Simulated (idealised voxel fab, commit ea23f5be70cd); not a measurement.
voxel gate over fins: a process module
Displayed cross-section: cut, width of 255 nm, square cells sized 5 nm.
Cross-sections here: square-cell grids, written as top-down lists of bands, a band being one or more rows of cells.
First you get the band's top height and its bottom height, in nm, and then the materials it's made of, left to right, with each width in nm. If you see a single material with "throughout", that one covers the band edge to edge. "air" is empty space.
Heights from 0 (as-received wafer is one material below). Bottom band endless downward, as "0 nm and below".
When a width is written as two numbers, as in "30->40", the first number is the width in the top row of cells of the band and the second is the width in its bottom row, and the width changes by the same amount from each row to the next.
Step note "identical to before" = no cross-section cell changed.
Basically, "Closed voids list" tells you about the enclosed voids: empty spaces with no open way to the top, 8 cells or bigger, each written width x height at distance, where distance is from the left edge, all in nm.
Step line, after settings: the simulator's comment on this step.
overlay nm: mask offset rightward from planned place, masked step; negative means leftward offset.

Intended process steps:
1: RECEIVE | material Si
2: CONFORMAL_DEP | material SiN | thk nm 10
3: PATTERN | tone cover | mask id FINS | material resist | width nm 15 | pitch nm 35 | thk nm 15 | overlay nm 0
4: DIRECTIONAL_ETCH | etch materials SiN | depth nm 10
5: DIRECTIONAL_ETCH | etch materials Si | depth nm 30
6: STRIP | etch materials resist
7: FILL_DEP | material SiO2 | thk nm 5
8: CMP | height nm 10
9: SELECTIVE_ETCH | etch materials SiO2 | depth nm 25
10: STRIP | etch materials SiN
11: CONFORMAL_DEP | material HfO2 | thk nm 5
12: CONFORMAL_DEP | material TiN | thk nm 5
13: CONFORMAL_DEP | material TiAl | thk nm 5
14: CONFORMAL_DEP | material TiN | thk nm 5
15: FILL_DEP | material W | thk nm 15
16: CMP | height nm 30
17: CONFORMAL_DEP | material SiN | thk nm 10

Incoming wafer, cross-sectional view, post step 1:
    0 nm and below | Si throughout
    Closed voids list: none

Starting wafer: above. Plan: above. Run: one mistake. Cross-section after the module: below:
    40 nm to 30 nm | SiN throughout
    30 nm to 20 nm | W throughout
    20 nm to 15 nm | W=45 / TiN=160 / W=50
    15 nm to 10 nm | W=45 / TiN=5 / TiAl=150 / TiN=5 / W=50
    10 nm to 5 nm | W=45 / TiN=5 / TiAl=5 / TiN=140 / TiAl=5 / TiN=5 / W=50
    5 nm to 0 nm | TiN=50 / TiAl=5 / TiN=5 / HfO2=25 / TiN=10 / HfO2=25 / TiN=10 / HfO2=25 / TiN=10 / HfO2=25 / TiN=5 / TiAl=5 / TiN=55
    0 nm to -5 nm | TiAl=55 / TiN=5 / HfO2=5 / Si=15 / HfO2=5 / TiN=10 / HfO2=5 / Si=15 / HfO2=5 / TiN=10 / HfO2=5 / Si=15 / HfO2=5 / TiN=10 / HfO2=5 / Si=15 / HfO2=5 / TiN=5 / TiAl=60
    -5 nm to -10 nm | TiN=60 / HfO2=5 / Si=15 / HfO2=5 / TiN=10 / HfO2=5 / Si=15 / HfO2=5 / TiN=10 / HfO2=5 / Si=15 / HfO2=5 / TiN=10 / HfO2=5 / Si=15 / HfO2=5 / TiN=65
    -10 nm to -15 nm | HfO2=65 / Si=15 / HfO2=20 / Si=15 / HfO2=20 / Si=15 / HfO2=20 / Si=15 / HfO2=70
    -15 nm to -60 nm | SiO2=65 / Si=15 / SiO2=20 / Si=15 / SiO2=20 / Si=15 / SiO2=20 / Si=15 / SiO2=70
    -60 nm and below | Si throughout
    Closed voids list: none
Short version of what went wrong: heads up, step 5 of the plan got done twice
